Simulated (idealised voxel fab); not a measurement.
Herein follows the process module entitled voxel wiring stack.
We display cut, a cross-section 160 nm in width whose square cells are each 5 nm.
Notation: cross-section as square-cell grid; stated in bands, top first, going down; one or more cell rows per band. Band entry format. Leading values: height of top, height of bottom, nm. Remainder: materials in left-to-right order, each with its width in nm. Special words: "throughout" on a single material, which then fills the band edge to edge; "air", empty space. Convention: height 0 is the level below which the wafer, as received, is all one material. The lowest band does not terminate at the bottom but continues downward, represented as "from 0 down". The expression "30->40" gives the width at the extremes of the band, the first number at its top row of cells and the second at its bottom row, with the width changing by equal amounts from each row to the next in between. You'll sometimes find "remains unaltered" written for a step, and that's the way of saying that nowhere in the cross-section did a cell change during that step. In the "Fully closed voids" entry, you get each enclosed empty space of 8 cells or more, one with no open way to the top, written width x height at distance, distance from the left edge, in nm. Whatever follows a step's settings on its line is a remark the simulator itself makes about that step. overlay nm: step with mask; distance mask lay right of planned place; negative value = left of planned place.
## Listed below are the process steps as planned
1: RECEIVE, material Si
2: CONFORMAL_DEP, material SiO2, thk nm 15
3: DIRECTIONAL_DEP, material TiN, thk nm 5
4: DIRECTIONAL_DEP, material W, thk nm 25
5: PATTERN, tone cover, mask id METAL_1, material resist, width nm 20, pitch nm 40, thk nm 20, overlay nm 0
6: DIRECTIONAL_ETCH, etch materials W, depth nm 25
7: DIRECTIONAL_ETCH, etch materials TiN, depth nm 5
8: STRIP, etch materials resist
9: FILL_DEP, material lowk, thk nm 10
10: CMP, height nm 45
11: CONFORMAL_DEP, material SiCN, thk nm 5
12: DIRECTIONAL_DEP, material lowk, thk nm 30
13: DIRECTIONAL_DEP, material aC, thk nm 15
14: PATTERN, tone open, mask id METAL_2, material resist, width nm 20, pitch nm 40, thk nm 30, overlay nm 0
15: DIRECTIONAL_ETCH, etch materials aC, depth nm 15
16: STRIP, etch materials resist
17: DIRECTIONAL_ETCH, etch materials lowk, depth nm 15
18: STRIP, etch materials aC
19: MASKED_ETCH, tone open, mask id METAL_2_HOLES, width nm 15, pitch nm 40, etch materials lowk, depth nm 15, overlay nm 0
20: MASKED_ETCH, tone open, mask id METAL_2_HOLES, width nm 15, pitch nm 40, etch materials SiCN, depth nm 5, overlay nm 0
21: CONFORMAL_DEP, material TiN, thk nm 5
22: FILL_DEP, material Cu, thk nm 10
23: CMP, height nm 80
24: CONFORMAL_DEP, material SiN, thk nm 5
## Wafer at receipt (post step 1), cross-section
  from 0 down | Si throughout
  Fully closed voids: none
## Wafer cross-section at module end: first of two, run to plan
  from 85 to 80 | SiN throughout
  from 80 to 70 | 50 lowk, then 5 TiN, then 10 Cu, then 5 TiN, then 20 lowk, then 5 TiN, then 10 Cu, then 5 TiN, then 50 lowk
  from 70 to 65 | 50 lowk, then 5 TiN, then 5 Cu, then 10 TiN, then 20 lowk, then 5 TiN, then 5 Cu, then 10 TiN, then 50 lowk
  from 65 to 50 | 50 lowk, then 5 TiN, then 5 Cu, then 5 TiN, then 25 lowk, then 5 TiN, then 5 Cu, then 5 TiN, then 55 lowk
  from 50 to 45 | 50 SiCN, then 15 TiN, then 25 SiCN, then 15 TiN, then 55 SiCN
  from 45 to 20 | 50 lowk, then 20 W, then 20 lowk, then 20 W, then 50 lowk
  from 20 to 15 | 50 lowk, then 20 TiN, then 20 lowk, then 20 TiN, then 50 lowk
  from 15 to 0 | SiO2 throughout
  from 0 down | Si throughout
  Fully closed voids: none
## This cross-section belongs to the second wafer of two at the end of the module; the start and the plan were shared with the first, and the run included one mistake
  from 85 to 80 | SiN throughout
  from 80 to 70 | 50 lowk, then 5 TiN, then 10->5 Cu, then 5->10 TiN, then 20 lowk, then 5 TiN, then 10->5 Cu, then 5->10 TiN, then 50 lowk
  from 70 to 55 | 50 lowk, then 5 TiN, then 5 Cu, then 5 TiN, then 25 lowk, then 5 TiN, then 5 Cu, then 5 TiN, then 55 lowk
  from 55 to 50 | 50 SiCN, then 15 TiN, then 25 SiCN, then 15 TiN, then 55 SiCN
  from 50 to 45 | lowk throughout
  from 45 to 20 | 50 lowk, then 20 W, then 20 lowk, then 20 W, then 50 lowk
  from 20 to 15 | 50 lowk, then 20 TiN, then 20 lowk, then 20 TiN, then 50 lowk
  from 15 to 0 | SiO2 throughout
  from 0 down | Si throughout
  Fully closed voids: none
Deviation noted in wafer processing: step 10 ran with different settings than intended, the actual operation and settings being CMP, height nm 50
Per the end-of-run cell counts, the second wafer holds more or fewer of some materials than the first: 4 fewer of Cu; 4 fewer of TiN; 8 more of lowk
